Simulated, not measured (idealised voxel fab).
process module | voxel ribs on slabs
cross-section cut | 215 nm wide | cells 5 nm
A cross-section is a grid of square cells, given in bands from the top down. A band is one or more rows of cells.
Each band's line starts with the height of the band's top and of its bottom, in nm. Then come its materials from left to right, each with its width in nm. One material with "throughout" fills the band from edge to edge. "air" is empty space.
Height 0 is the level under which the wafer as received is all one material. The lowest band goes on downwards, as in "0 down".
A width such as "30 to 40" changes by the same amount from each row of cells to the next, from the band's top row to its bottom row.
"no change" after a step means that no cell of the cross-section changed.
closed voids: empty space of 8 cells or more with no open way to the top, each as width x height at its distance from the left edge, in nm
after a step's settings: what the simulator itself notes on the step
overlay nm, on a step with a mask: how far to the right of its planned place the mask lay; to the left if negative
plan
1 op RECEIVE | material Si
2 op DIRECTIONAL_DEP | material SiO2 | thk nm 30
3 op DIRECTIONAL_DEP | material polySi | thk nm 25
4 op DIRECTIONAL_DEP | material aC | thk nm 15
5 op PATTERN | tone cover | mask id RIB | material resist | width nm 15 | thk nm 35 | overlay nm 0
6 op DIRECTIONAL_ETCH | etch materials aC | depth nm 15
7 op STRIP | etch materials resist
8 op DIRECTIONAL_ETCH | etch materials polySi | depth nm 20
9 op STRIP | etch materials aC
10 op DIRECTIONAL_DEP | material aC | thk nm 10
11 op PATTERN | tone cover | mask id SLAB | material resist | width nm 55 | thk nm 30 | overlay nm 0
12 op DIRECTIONAL_ETCH | etch materials aC | depth nm 10
13 op STRIP | etch materials resist
14 op DIRECTIONAL_ETCH | etch materials polySi | depth nm 5
15 op STRIP | etch materials aC
16 op FILL_DEP | material SiO2 | thk nm 25
17 op CMP | height nm 70
18 op DIRECTIONAL_DEP | material W | thk nm 5
19 op MASKED_ETCH | tone cover | mask id HEATER | width nm 25 | etch materials W | depth nm 5 | overlay nm 0
20 op CONFORMAL_DEP | material SiN | thk nm 5
as received, after step 1
  0 down: Si throughout
  closed voids: none
first wafer at the end, as planned
  80 to 75: air 90 | SiN 35 | air 90
  75 to 70: SiN 95 | W 25 | SiN 95
  70 to 55: SiO2 throughout
  55 to 35: SiO2 100 | polySi 15 | SiO2 100
  35 to 30: SiO2 80 | polySi 55 | SiO2 80
  30 to 0: SiO2 throughout
  0 down: Si throughout
  closed voids: none
second wafer at the end: like start, like plan, one mistake
  75 to 70: air 95 | W 25 | air 95
  70 to 55: SiO2 throughout
  55 to 35: SiO2 100 | polySi 15 | SiO2 100
  35 to 30: SiO2 80 | polySi 55 | SiO2 80
  30 to 0: SiO2 throughout
  0 down: Si throughout
  closed voids: none
what went wrong: step 20 was left out
at the end the second wafer has, in cells: 45 fewer of SiN
